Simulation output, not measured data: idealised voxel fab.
The document below concerns the process module designated voxel fin reveal.
The width of the displayed cross-section, cut, is 275 nm; its cells are square, with a size of 5 nm.
A cross-section is a grid of square cells, given in bands from the top down. A band is one or more rows of cells. Band: top and bottom heights (nm) first, top before bottom; then materials from left to right, widths in nm. "everywhere" marks a sole material filling the band edge to edge. "blank" denotes empty space. Height 0 is the level under which the wafer as received is all one material. The lowest band goes on downwards, as in "top 0, no bottom". When a width is written as two numbers, as in "30 to 40", the first number is the width in the top row of cells of the band and the second is the width in its bottom row, and the width changes by the same amount from each row to the next. A step reported as "nothing changed" is a step in which no cell of the cross-section changed. Any empty space of 8 cells or more lacking an open way to the top shows up in "Closed void inventory" as width x height at distance, distance from the left edge, in nm. That trailing text on a step's line, after the settings, is the simulator's own remark on the step. When a step includes a mask, the "overlay nm" setting on its line states how far to the right of its planned place that mask lay, and negative values state how far to the left.

[Set out below are the planned steps of the process]
1. op RECEIVE | material Si
2. op CONFORMAL_DEP | material SiN | thk nm 5
3. op PATTERN | tone cover | mask id FINS | material resist | width nm 15 | pitch nm 35 | thk nm 20 | overlay nm 0
4. op DIRECTIONAL_ETCH | etch materials SiN | depth nm 5
5. op DIRECTIONAL_ETCH | etch materials Si | depth nm 30
6. op STRIP | etch materials resist
7. op FILL_DEP | material SiO2 | thk nm 5
8. op CMP | height nm 5
9. op SELECTIVE_ETCH | etch materials SiO2 | depth nm 15
10. op STRIP | etch materials SiN

[So, the first of our two wafers, run just as we planned it]

[This is the cross-section of the wafer as we received it, i.e. after step 1]
top 0, no bottom: Si everywhere
Closed void inventory: none

[Wafer section view after processing step 2]
top 5, bottom 0: SiN everywhere
Rest of section, below 0: as before.

[Wafer section view after processing step 3]
top 25, bottom 5: blank (95) | resist (15) | blank (20) | resist (15) | blank (20) | resist (15) | blank (95)
Rest of section, below 5: as before.

[Wafer section view after processing step 4]
top 25, bottom 5: blank (95) | resist (15) | blank (20) | resist (15) | blank (20) | resist (15) | blank (95)
top 5, bottom 0: blank (95) | SiN (15) | blank (20) | SiN (15) | blank (20) | SiN (15) | blank (95)
Rest of section, below 0: as before.

[Wafer section view after processing step 5]
top 25, bottom 5: blank (95) | resist (15) | blank (20) | resist (15) | blank (20) | resist (15) | blank (95)
top 5, bottom 0: blank (95) | SiN (15) | blank (20) | SiN (15) | blank (20) | SiN (15) | blank (95)
top 0, bottom -30: blank (95) | Si (15) | blank (20) | Si (15) | blank (20) | Si (15) | blank (95)
Rest of section, below -30: as before.

[Wafer section view after processing step 6]
top 5, bottom 0: blank (95) | SiN (15) | blank (20) | SiN (15) | blank (20) | SiN (15) | blank (95)
Rest of section, below 0: as before.

[Wafer section view after processing step 7]
top 10, bottom 5: SiO2 everywhere
top 5, bottom 0: SiO2 (95) | SiN (15) | SiO2 (20) | SiN (15) | SiO2 (20) | SiN (15) | SiO2 (95)
top 0, bottom -30: SiO2 (95) | Si (15) | SiO2 (20) | Si (15) | SiO2 (20) | Si (15) | SiO2 (95)
Rest of section, below -30: as before.

[Wafer section view after processing step 8]
top 5, bottom 0: SiO2 (95) | SiN (15) | SiO2 (20) | SiN (15) | SiO2 (20) | SiN (15) | SiO2 (95)
Rest of section, below 0: as before.

[Wafer section view after processing step 9]
top 5, bottom 0: blank (95) | SiN (15) | blank (20) | SiN (15) | blank (20) | SiN (15) | blank (95)
top 0, bottom -10: blank (95) | Si (15) | blank (20) | Si (15) | blank (20) | Si (15) | blank (95)
Rest of section, below -10: as before.

[Wafer section view after processing step 10]
top 0, bottom -10: blank (95) | Si (15) | blank (20) | Si (15) | blank (20) | Si (15) | blank (95)
Rest of section, below -10: as before.

[The second wafer: identical to the first at the outset and in its planned sequence, differing only in that one mistake was made during processing; up to and including step 9, its path is the first wafer's path]

Cross-section: second wafer, time at which step 10 was scheduled to end: nothing changed
Short version of what went wrong: step 10 of the plan did not run at all; it was left out
Per the end-of-run cell counts, the second wafer holds more or fewer of some materials than the first: SiN: 9 more
